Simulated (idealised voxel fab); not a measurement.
The following is a process module called voxel lift off.
Section shown: cut. Width: 295 nm. Cell size: 5 nm, square.
We lay out every cross-section as a grid of square cells and spell it out in bands from the top down, where one band means one or more rows of cells. Look at the band entry: it leads with the top's height and the bottom's height in nm. Then it lists the materials left to right, with a width in nm for each. The word "throughout" on a single material says that material fills the band edge to edge. The word "air" is empty space. Convention: height 0 is the level below which the wafer, as received, is all one material. The lowest band does not terminate at the bottom but continues downward, represented as "0 nm and below". It should be noted that a width expressed as "30..40" varies in equal increments from row to row of cells within the band, taking the value of the first number at the top row and that of the second number at the bottom row. It should be understood that the words "no alteration", when stated for a given step, signify that the cross-section underwent no change in any of its cells during that step. The label "Enclosed cavities" introduces a list of the empty spaces, 8 cells or larger, that have no open way up to the top; each entry in it reads width x height at distance, where the distance is taken from the left edge and all three are stated in nm. Whatever follows a step's settings on its line is a remark the simulator itself makes about that step. overlay nm: step with mask; distance mask lay right of planned place; negative value = left of planned place.

Process steps foreseen in the plan
step 1: RECEIVE with material Si
step 2: CONFORMAL_DEP with material SiN, thk nm 10
step 3: PATTERN with tone open, mask id LINES, material resist, width nm 20, pitch nm 40, thk nm 25, overlay nm 0
step 4: DIRECTIONAL_DEP with material Ru, thk nm 15
step 5: STRIP with etch materials resist
step 6: CONFORMAL_DEP with material SiN, thk nm 10

What follows covers the first of two wafers; it ran as planned

Wafer at receipt (post step 1), cross-section
> 0 nm and below  Si throughout
> Enclosed cavities: none

Cross-section of the wafer subsequent to step 2
> 10 nm to 0 nm  SiN throughout
> Anything lower than 0 is untouched.

Cross-section of the wafer subsequent to step 3
> 35 nm to 10 nm  115 resist; 20 air; 20 resist; 20 air; 120 resist
> Anything lower than 10 is untouched.

Cross-section of the wafer subsequent to step 4
> 50 nm to 35 nm  115 Ru; 20 air; 20 Ru; 20 air; 120 Ru
> 35 nm to 25 nm  115 resist; 20 air; 20 resist; 20 air; 120 resist
> 25 nm to 10 nm  115 resist; 20 Ru; 20 resist; 20 Ru; 120 resist
> Anything lower than 10 is untouched.

Cross-section of the wafer subsequent to step 5
> 25 nm to 10 nm  115 air; 20 Ru; 20 air; 20 Ru; 120 air
> Anything lower than 10 is untouched.

Cross-section of the wafer subsequent to step 6
> 35 nm to 25 nm  105 air; 80 SiN; 110 air
> 25 nm to 20 nm  105 air; 10 SiN; 20 Ru; 20 SiN; 20 Ru; 10 SiN; 110 air
> 20 nm to 10 nm  115 SiN; 20 Ru; 20 SiN; 20 Ru; 120 SiN
> Anything lower than 10 is untouched.

Wafer two. Same start, same plan, one slip in execution. Same as wafer one through step 5, inclusive

X-section, second wafer, when step 6 was due to finish: no alteration
What broke from the plan during processing? step 6 in the plan did not get run; it was skipped
The closing comparison, in cells, has the second wafer with more or fewer of some materials than the first: SiN -142
